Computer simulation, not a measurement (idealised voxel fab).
process module | voxel self aligned contacts
cross-section cut | 280 nm wide | cells 5 nm
A cross-section is a grid of square cells, given in bands from the top down. A band is one or more rows of cells.
Each band's line starts with the height of the band's top and of its bottom, in nm. Then come its materials from left to right, each with its width in nm. One material with "throughout" fills the band from edge to edge. "air" is empty space.
Height 0 is the level under which the wafer as received is all one material. The lowest band goes on downwards, as in "0 down".
A width such as "30 to 40" changes by the same amount from each row of cells to the next, from the band's top row to its bottom row.
"no change" after a step means that no cell of the cross-section changed.
closed voids: empty space of 8 cells or more with no open way to the top, each as width x height at its distance from the left edge, in nm
after a step's settings: what the simulator itself notes on the step
overlay nm, on a step with a mask: how far to the right of its planned place the mask lay; to the left if negative
plan
1 op RECEIVE | material Si
2 op OXIDIZE | depth nm 5
3 op DIRECTIONAL_DEP | material polySi | thk nm 20
4 op DIRECTIONAL_DEP | material SiN | thk nm 25
5 op DIRECTIONAL_DEP | material aC | thk nm 10
6 op PATTERN | tone cover | mask id GATE | material resist | width nm 30 | pitch nm 75 | thk nm 25 | overlay nm 0
7 op DIRECTIONAL_ETCH | etch materials aC | depth nm 10
8 op STRIP | etch materials resist
9 op DIRECTIONAL_ETCH | etch materials SiN | depth nm 25
10 op DIRECTIONAL_ETCH | etch materials polySi | depth nm 20
11 op STRIP | etch materials aC
12 op CONFORMAL_DEP | material SiN | thk nm 10
13 op DIRECTIONAL_ETCH | etch materials SiN | depth nm 10
14 op FILL_DEP | material SiO2 | thk nm 15
15 op CMP | height nm 55
16 op PATTERN | tone open | mask id CONTACT | material resist | width nm 55 | thk nm 15 | overlay nm 0
17 op DIRECTIONAL_ETCH | etch materials SiO2 | depth nm 60
18 op STRIP | etch materials resist
19 op CONFORMAL_DEP | material TiN | thk nm 5
20 op FILL_DEP | material W | thk nm 10
21 op CMP | height nm 55
22 op CONFORMAL_DEP | material SiCN | thk nm 5
first wafer, as planned
as received, after step 1
  0 down: Si throughout
  closed voids: none
after step 2
  0 to -5: SiO2 throughout
  below -5: unchanged
after step 3
  20 to 0: polySi throughout
  below 0: unchanged
after step 4
  45 to 20: SiN throughout
  below 20: unchanged
after step 5
  55 to 45: aC throughout
  below 45: unchanged
after step 6
  80 to 55: air 85 | resist 30 | air 45 | resist 30 | air 90
  below 55: unchanged
after step 7
  70 to 55: air 85 | resist 30 | air 45 | resist 30 | air 90
  55 to 45: air 85 | aC 30 | air 45 | aC 30 | air 90
  below 45: unchanged
after step 8
  55 to 45: air 85 | aC 30 | air 45 | aC 30 | air 90
  below 45: unchanged
after step 9
  55 to 45: air 85 | aC 30 | air 45 | aC 30 | air 90
  45 to 20: air 85 | SiN 30 | air 45 | SiN 30 | air 90
  below 20: unchanged
after step 10
  55 to 45: air 85 | aC 30 | air 45 | aC 30 | air 90
  45 to 20: air 85 | SiN 30 | air 45 | SiN 30 | air 90
  20 to 0: air 85 | polySi 30 | air 45 | polySi 30 | air 90
  below 0: unchanged
after step 11
  45 to 20: air 85 | SiN 30 | air 45 | SiN 30 | air 90
  below 20: unchanged
after step 12
  55 to 20: air 75 | SiN 50 | air 25 | SiN 50 | air 80
  20 to 10: air 75 | SiN 10 | polySi 30 | SiN 10 | air 25 | SiN 10 | polySi 30 | SiN 10 | air 80
  10 to 0: SiN 85 | polySi 30 | SiN 45 | polySi 30 | SiN 90
  below 0: unchanged
after step 13
  45 to 20: air 75 | SiN 50 | air 25 | SiN 50 | air 80
  20 to 0: air 75 | SiN 10 | polySi 30 | SiN 10 | air 25 | SiN 10 | polySi 30 | SiN 10 | air 80
  below 0: unchanged
after step 14
  60 to 45: SiO2 throughout
  45 to 20: SiO2 75 | SiN 50 | SiO2 25 | SiN 50 | SiO2 80
  20 to 0: SiO2 75 | SiN 10 | polySi 30 | SiN 10 | SiO2 25 | SiN 10 | polySi 30 | SiN 10 | SiO2 80
  below 0: unchanged
after step 15
  55 to 45: SiO2 throughout
  below 45: unchanged
after step 16
  70 to 55: resist 110 | air 55 | resist 115
  below 55: unchanged
after step 17
  70 to 55: resist 110 | air 55 | resist 115
  55 to 45: SiO2 110 | air 55 | SiO2 115
  45 to 20: SiO2 75 | SiN 50 | air 25 | SiN 50 | SiO2 80
  20 to 0: SiO2 75 | SiN 10 | polySi 30 | SiN 10 | air 25 | SiN 10 | polySi 30 | SiN 10 | SiO2 80
  0 to -5: SiO2 125 | air 25 | SiO2 130
  below -5: unchanged
after step 18
  55 to 45: SiO2 110 | air 55 | SiO2 115
  below 45: unchanged
after step 19
  60 to 55: TiN 115 | air 45 | TiN 120
  55 to 45: SiO2 110 | TiN 5 to 20 | air 45 to 15 | TiN 5 to 20 | SiO2 115
  45 to 20: SiO2 75 | SiN 50 | TiN 5 | air 15 | TiN 5 | SiN 50 | SiO2 80
  20 to 0: SiO2 75 | SiN 10 | polySi 30 | SiN 10 | TiN 5 | air 15 | TiN 5 | SiN 10 | polySi 30 | SiN 10 | SiO2 80
  0 to -5: SiO2 125 | TiN 25 | SiO2 130
  below -5: unchanged
after step 20
  70 to 60: W throughout
  60 to 55: TiN 115 | W 45 | TiN 120
  55 to 45: SiO2 110 | TiN 5 to 20 | W 45 to 15 | TiN 5 to 20 | SiO2 115
  45 to 20: SiO2 75 | SiN 50 | TiN 5 | W 15 | TiN 5 | SiN 50 | SiO2 80
  20 to 0: SiO2 75 | SiN 10 | polySi 30 | SiN 10 | TiN 5 | W 15 | TiN 5 | SiN 10 | polySi 30 | SiN 10 | SiO2 80
  below 0: unchanged
after step 21
  55 to 45: SiO2 110 | TiN 5 to 20 | W 45 to 15 | TiN 5 to 20 | SiO2 115
  below 45: unchanged
after step 22
  60 to 55: SiCN throughout
  below 55: unchanged
second wafer: like start, like plan, one mistake. Through step 5 it matches the first wafer
when step 6 should have ended
  80 to 55: resist 85 | air 30 | resist 45 | air 30 | resist 90
  below 55: unchanged
when step 7 should have ended
  70 to 55: resist 85 | air 30 | resist 45 | air 30 | resist 90
  55 to 45: aC 85 | air 30 | aC 45 | air 30 | aC 90
  below 45: unchanged
when step 8 should have ended
  55 to 45: aC 85 | air 30 | aC 45 | air 30 | aC 90
  below 45: unchanged
when step 9 should have ended
  55 to 45: aC 85 | air 30 | aC 45 | air 30 | aC 90
  45 to 20: SiN 85 | air 30 | SiN 45 | air 30 | SiN 90
  below 20: unchanged
when step 10 should have ended
  55 to 45: aC 85 | air 30 | aC 45 | air 30 | aC 90
  45 to 20: SiN 85 | air 30 | SiN 45 | air 30 | SiN 90
  20 to 0: polySi 85 | air 30 | polySi 45 | air 30 | polySi 90
  below 0: unchanged
when step 11 should have ended
  45 to 20: SiN 85 | air 30 | SiN 45 | air 30 | SiN 90
  below 20: unchanged
when step 12 should have ended
  55 to 20: SiN 95 | air 10 | SiN 65 | air 10 | SiN 100
  20 to 10: polySi 85 | SiN 10 | air 10 | SiN 10 | polySi 45 | SiN 10 | air 10 | SiN 10 | polySi 90
  10 to 0: polySi 85 | SiN 30 | polySi 45 | SiN 30 | polySi 90
  below 0: unchanged
when step 13 should have ended
  45 to 20: SiN 95 | air 10 | SiN 65 | air 10 | SiN 100
  20 to 0: polySi 85 | SiN 10 | air 10 | SiN 10 | polySi 45 | SiN 10 | air 10 | SiN 10 | polySi 90
  below 0: unchanged
when step 14 should have ended
  60 to 45: SiO2 throughout
  45 to 20: SiN 95 | SiO2 10 | SiN 65 | SiO2 10 | SiN 100
  20 to 0: polySi 85 | SiN 10 | SiO2 10 | SiN 10 | polySi 45 | SiN 10 | SiO2 10 | SiN 10 | polySi 90
  below 0: unchanged
when step 15 should have ended
  55 to 45: SiO2 throughout
  below 45: unchanged
when step 16 should have ended
  70 to 55: resist 110 | air 55 | resist 115
  below 55: unchanged
when step 17 should have ended
  70 to 55: resist 110 | air 55 | resist 115
  55 to 45: SiO2 110 | air 55 | SiO2 115
  below 45: unchanged
when step 18 should have ended
  55 to 45: SiO2 110 | air 55 | SiO2 115
  below 45: unchanged
when step 19 should have ended
  60 to 55: TiN 115 | air 45 | TiN 120
  55 to 50: SiO2 110 | TiN 5 | air 45 | TiN 5 | SiO2 115
  50 to 45: SiO2 110 | TiN 55 | SiO2 115
  below 45: unchanged
when step 20 should have ended
  70 to 60: W throughout
  60 to 55: TiN 115 | W 45 | TiN 120
  55 to 50: SiO2 110 | TiN 5 | W 45 | TiN 5 | SiO2 115
  below 50: unchanged
when step 21 should have ended
  55 to 50: SiO2 110 | TiN 5 | W 45 | TiN 5 | SiO2 115
  below 50: unchanged
when step 22 should have ended
  60 to 55: SiCN throughout
  below 55: unchanged
what went wrong: step 6 ran as: op PATTERN | tone open | mask id GATE | material resist | width nm 30 | pitch nm 75 | thk nm 25 | overlay nm 0
at the end the second wafer has, in cells: 160 more of SiN | 238 fewer of SiO2 | 20 fewer of TiN | 30 fewer of W | 128 more of polySi
